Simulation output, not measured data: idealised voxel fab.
The document below concerns the process module designated voxel self aligned contacts.
Shown is cross-section cut, with a width of 290 nm and square cells of size 5 nm.
The cross-sections in this document take the form of a grid made of square cells. They are written out as bands, in order from top to bottom. Each band consists of one or more rows of cells. The entry gives the band's vertical extent as a top height and a bottom height in nm, then its horizontal make-up as materials from left to right, each with a width in nm. "air" stands for empty space; a single material marked "edge to edge" fills the band edge to edge. Heights from 0 (as-received wafer is one material below). Bottom band endless downward, as "top 0, no bottom". Width: "30 to 40" (first number = top row, second number = bottom row, same change from row to row of cells). Basically "changes: none" means that step didn't change any cell in the cross-section. The list in "Sealed void list" covers empty spaces of 8 cells or more that cannot reach the top through any open way, and it gives each as width x height at distance; the distance is from the left edge, and width, height and distance are in nm. What comes after the settings on a step's line is commentary from the simulator itself on that step. "overlay nm" on a masked step: distance the mask lay right of its planned place, negative for left.

# plan
1) RECEIVE, material Si
2) CONFORMAL_DEP, material SiO2, thk nm 5
3) DIRECTIONAL_DEP, material polySi, thk nm 30
4) DIRECTIONAL_DEP, material SiN, thk nm 20
5) MASKED_ETCH, tone cover, mask id GATE, width nm 25, pitch nm 60, etch materials SiN, depth nm 20, overlay nm 0
6) MASKED_ETCH, tone cover, mask id GATE, width nm 25, pitch nm 60, etch materials polySi, depth nm 30, overlay nm 0
7) CONFORMAL_DEP, material SiN, thk nm 10
8) DIRECTIONAL_ETCH, etch materials SiN, depth nm 10
9) FILL_DEP, material SiO2, thk nm 10
10) CMP, height nm 60
11) DIRECTIONAL_DEP, material aC, thk nm 15
12) PATTERN, tone open, mask id CONTACT, material resist, width nm 45, thk nm 35, overlay nm 0
13) DIRECTIONAL_ETCH, etch materials aC, depth nm 15
14) STRIP, etch materials resist
15) DIRECTIONAL_ETCH, etch materials SiO2, depth nm 60
16) STRIP, etch materials aC
17) CONFORMAL_DEP, material TiN, thk nm 5
18) FILL_DEP, material W, thk nm 5
19) CMP, height nm 60
20) CONFORMAL_DEP, material SiN, thk nm 5

# Shown in cross-section is the wafer as received, that is, as it stands after step 1
    top 0, no bottom = Si edge to edge
    Sealed void list: none

# Result of the module, cross-sectioned: start per above, plan per above, one error in how it was run
    top 65, bottom 60 = SiN edge to edge
    top 60, bottom 50 = 120 nm SiO2 / 5 to 20 nm TiN / 35 to 5 nm W / 5 to 20 nm TiN / 125 nm SiO2
    top 50, bottom 30 = 90 nm SiO2 / 45 nm SiN / 5 nm TiN / 5 nm W / 5 nm TiN / 45 nm SiN / 95 nm SiO2
    top 30, bottom 5 = 90 nm SiO2 / 10 nm SiN / 25 nm polySi / 10 nm SiN / 5 nm TiN / 5 nm W / 5 nm TiN / 10 nm SiN / 25 nm polySi / 10 nm SiN / 95 nm SiO2
    top 5, bottom 0 = 90 nm SiO2 / 10 nm SiN / 25 nm polySi / 10 nm SiN / 15 nm TiN / 10 nm SiN / 25 nm polySi / 10 nm SiN / 95 nm SiO2
    top 0, no bottom = Si edge to edge
    Sealed void list: none
What went wrong in running the wafer? step 2 from the plan never happened, it was just skipped
